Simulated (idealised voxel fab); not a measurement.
A process module follows: voxel air gaps.
For reference, the cross-section in this document is cut, with width 290 nm and square cells of 5 nm.
A cross-section is written here as square cells arranged in a grid, and it is given in bands from the top down, each band taking up one or more rows of cells. Basically the band line says how high the top is and how high the bottom is, in nm, and then what's in it from left to right, every material with its width in nm. Empty space shows up as "air", and if a single material carries "full width" it runs the full band edge to edge. Heights from 0 (as-received wafer is one material below). Bottom band endless downward, as "from 0 down". You'd read "30 to 40" like this: the band's top row of cells is as wide as the first number, its bottom row is as wide as the second, and going down, every row changes width by the same amount as the row before did. No cell of the cross-section changed in a step that is given as "remained unchanged". In the "Unvented internal voids" entry, you get each enclosed empty space of 8 cells or more, one with no open way to the top, written width x height at distance, distance from the left edge, in nm. Anything after a step's settings on that line? It's the simulator's own note about the step. overlay nm: for a step with a mask, the amount by which the mask lay right of where it was planned; a negative amount means left of it.

### Here's what the planned process steps look like
1: RECEIVE (material Si)
2: CONFORMAL_DEP (material SiO2; thk nm 15)
3: CONFORMAL_DEP (material SiN; thk nm 5)
4: DIRECTIONAL_DEP (material lowk; thk nm 35)
5: MASKED_ETCH (tone open; mask id LINES; width nm 20; pitch nm 50; etch materials lowk; depth nm 35; overlay nm 0)
6: CONFORMAL_DEP (material TiN; thk nm 5)
7: FILL_DEP (material Cu; thk nm 10)
8: CMP (height nm 55)
9: EPI (material Ru; thk nm 10)
10: SELECTIVE_ETCH (etch materials lowk; depth nm 45)
11: CONFORMAL_DEP (material SiCN; thk nm 5)

### Step 1 complete: cross-section of the wafer as received
	from 0 down | Si full width
	Unvented internal voids: none

### Cross-section at module end, one run error; start and plan unchanged from above
	from 70 to 65 | SiCN full width
	from 65 to 55 | Ru full width
	from 55 to 50 | TiN (65); Cu (10); TiN (40); Cu (10); TiN (40); Cu (10); TiN (40); Cu (10); TiN (65)
	from 50 to 20 | lowk (60); TiN (5); Cu (10); TiN (5); lowk (30); TiN (5); Cu (10); TiN (5); lowk (30); TiN (5); Cu (10); TiN (5); lowk (30); TiN (5); Cu (10); TiN (5); lowk (60)
	from 20 to 15 | lowk (60); TiN (20); lowk (30); TiN (20); lowk (30); TiN (20); lowk (30); TiN (20); lowk (60)
	from 15 to 0 | SiO2 full width
	from 0 down | Si full width
	Unvented internal voids: none
What was done differently from what was planned? step 3 was dropped from the plan's execution and never run
